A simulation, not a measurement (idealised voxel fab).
This section sets out a process module, namely voxel tone inversion.
The width of the displayed cross-section, cut, is 195 nm; its cells are square, with a size of 5 nm.
If you're reading a cross-section in this doc, picture square cells in a grid; it comes to you as bands, top ones listed first down to the bottom, and a band can be one or more rows of cells.
Top, bottom (nm), then materials left to right with widths (nm); lone material tagged "edge to edge" fills the whole band edge to edge; "empty" = empty space.
Height reference: 0 = level under which incoming wafer is all one material. Lowest band: no bottom, runs on downward, e.g. "0 and below".
Width: "30->40" (first number = top row, second number = bottom row, same change from row to row of cells).
Where the words "remained the same" appear for a step, the cross-section shows no cell changed by that step; every cell remained as before.
The entry titled "Sealed-off cavities" provides the empty spaces that have no open way to the top, restricted to those of 8 cells or more. Each is presented as width x height at distance, the distance being measured from the left edge, with all three in nm.
Heads up: the bit after the settings on a step's line is the simulator's remark on that step.
The setting "overlay nm" may be written on the line of a step. When the step uses a mask, the value reports how far to the right of the planned place the mask lay, and a negative value reports that it lay to the left.
Process steps - plan:
1. RECEIVE: material Si
2. CONFORMAL_DEP: material SiN, thk nm 10
3. DIRECTIONAL_DEP: material aC, thk nm 15
4. PATTERN: tone cover, mask id POSTS, material resist, width nm 20, pitch nm 45, thk nm 25, overlay nm 0
5. DIRECTIONAL_ETCH: etch materials aC, depth nm 15
6. STRIP: etch materials resist
7. FILL_DEP: material lowk, thk nm 5
8. CMP: height nm 25
9. STRIP: etch materials aC
First wafer, two in total, run as planned:
Incoming wafer in cross-section (state: after step 1):
- 0 and below  Si edge to edge
- Sealed-off cavities: none
Presented here is a cross-section of the wafer after step 2 has been performed:
- 10 down to 0  SiN edge to edge
- below 0: unchanged
Presented here is a cross-section of the wafer after step 3 has been performed:
- 25 down to 10  aC edge to edge
- below 10: unchanged
Presented here is a cross-section of the wafer after step 4 has been performed:
- 50 down to 25  empty=65 / resist=20 / empty=25 / resist=20 / empty=65
- below 25: unchanged
Presented here is a cross-section of the wafer after step 5 has been performed:
- 35 down to 25  empty=65 / resist=20 / empty=25 / resist=20 / empty=65
- 25 down to 10  empty=65 / aC=20 / empty=25 / aC=20 / empty=65
- below 10: unchanged
Presented here is a cross-section of the wafer after step 6 has been performed:
- 25 down to 10  empty=65 / aC=20 / empty=25 / aC=20 / empty=65
- below 10: unchanged
Presented here is a cross-section of the wafer after step 7 has been performed:
- 30 down to 25  lowk edge to edge
- 25 down to 10  lowk=65 / aC=20 / lowk=25 / aC=20 / lowk=65
- below 10: unchanged
Presented here is a cross-section of the wafer after step 8 has been performed:
- 25 down to 10  lowk=65 / aC=20 / lowk=25 / aC=20 / lowk=65
- below 10: unchanged
Presented here is a cross-section of the wafer after step 9 has been performed:
- 25 down to 10  lowk=65 / empty=20 / lowk=25 / empty=20 / lowk=65
- below 10: unchanged
The second wafer was prepared from the same starting point and under the same plan as the first; its processing contained one mistake, and it remains indistinguishable from the first wafer up to and including step 3:
Cross-section of the second wafer at the time step 4 of the plan should have ended:
- 50 down to 25  resist=65 / empty=20 / resist=25 / empty=20 / resist=65
- below 25: unchanged
Cross-section of the second wafer at the time step 5 of the plan should have ended:
- 35 down to 25  resist=65 / empty=20 / resist=25 / empty=20 / resist=65
- 25 down to 10  aC=65 / empty=20 / aC=25 / empty=20 / aC=65
- below 10: unchanged
Cross-section of the second wafer at the time step 6 of the plan should have ended:
- 25 down to 10  aC=65 / empty=20 / aC=25 / empty=20 / aC=65
- below 10: unchanged
Cross-section of the second wafer at the time step 7 of the plan should have ended:
- 30 down to 25  lowk edge to edge
- 25 down to 10  aC=65 / lowk=20 / aC=25 / lowk=20 / aC=65
- below 10: unchanged
Cross-section of the second wafer at the time step 8 of the plan should have ended:
- 25 down to 10  aC=65 / lowk=20 / aC=25 / lowk=20 / aC=65
- below 10: unchanged
Cross-section of the second wafer at the time step 9 of the plan should have ended:
- 25 down to 10  empty=65 / lowk=20 / empty=25 / lowk=20 / empty=65
- below 10: unchanged
Plan not followed: step 4 was run on a setting that differed from the plan, and what really ran there is PATTERN: tone open, mask id POSTS, material resist, width nm 20, pitch nm 45, thk nm 25, overlay nm 0
Looking at both finished wafers in cells, the second ends up ahead of or behind the first on some materials: lowk -69
